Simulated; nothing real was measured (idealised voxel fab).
voxel local oxidation: a process module
Shown is cross-section cut, with a width of 220 nm and square cells of size 5 nm.
We lay out every cross-section as a grid of square cells and spell it out in bands from the top down, where one band means one or more rows of cells.
Top, bottom (nm), then materials left to right with widths (nm); lone material tagged "full width" fills the whole band edge to edge; "blank" = empty space.
It should be noted that heights are counted from 0, beneath which the wafer as supplied is of one material throughout, and that the lowest band possesses no lower boundary but continues downward, as written in "0..down".
You'd read "30..40" like this: the band's top row of cells is as wide as the first number, its bottom row is as wide as the second, and going down, every row changes width by the same amount as the row before did.
Step marked "changes: none"? Then no cell in the cross-section changed in it.
Under "Closed internal cavities" you'll find the enclosed gaps, the ones with no way out to the top, that are 8 cells or bigger; each reads width x height at distance, with distance counted from the left edge, everything in nm.
after a step's settings: what the simulator itself notes on the step
overlay nm: how far to the right of its planned place the mask lay on this masked step (negative: to the left).

# The steps planned for the process are as follows
- 1: RECEIVE: material Si
- 2: OXIDIZE: depth nm 5
- 3: CONFORMAL_DEP: material SiN, thk nm 10
- 4: DIRECTIONAL_DEP: material aC, thk nm 10
- 5: PATTERN: tone cover, mask id ACTIVE, material resist, width nm 115, thk nm 25, overlay nm -15
- 6: DIRECTIONAL_ETCH: etch materials aC, depth nm 10
- 7: STRIP: etch materials resist
- 8: DIRECTIONAL_ETCH: etch materials SiN, depth nm 10
- 9: STRIP: etch materials aC
- 10: SELECTIVE_ETCH: etch materials SiO2, depth nm 5
- 11: OXIDIZE: depth nm 15
- 12: STRIP: etch materials SiN
Heads up: all these wafers start the same, and what changes between them is the overlay nm in step 5. The value you see in the plan is just what the first wafer got.

# This is how the first of several wafers looked in cross-section when it arrived, which is after step 1
0..down  Si full width
Closed internal cavities: none

# Cross-section of the first of several wafers once the module has run through its last step, step 12
0..-5  40 nm blank  105 nm SiO2  75 nm blank
-5..-20  55 nm SiO2  75 nm Si  90 nm SiO2
-20..down  Si full width
Closed internal cavities: none

# Cross-section, module end, final of several wafers
0..-5  70 nm blank  105 nm SiO2  45 nm blank
-5..-20  85 nm SiO2  75 nm Si  60 nm SiO2
-20..down  Si full width
Closed internal cavities: none

# Quick key for the table: a row per wafer, taken at the end of the module. For each material it tells you how many cells the wafer gained (+) or lost (-) since it came in, and the closed voids come after
overlay nm -15, -131 Si, +108 SiO2, Closed internal cavities: none
overlay nm -10, -131 Si, +108 SiO2, Closed internal cavities: none
overlay nm -5, -131 Si, +108 SiO2, Closed internal cavities: none
overlay nm 0, -131 Si, +108 SiO2, Closed internal cavities: none
overlay nm 5, -131 Si, +108 SiO2, Closed internal cavities: none
overlay nm 10, -131 Si, +108 SiO2, Closed internal cavities: none
overlay nm 15, -131 Si, +108 SiO2, Closed internal cavities: none
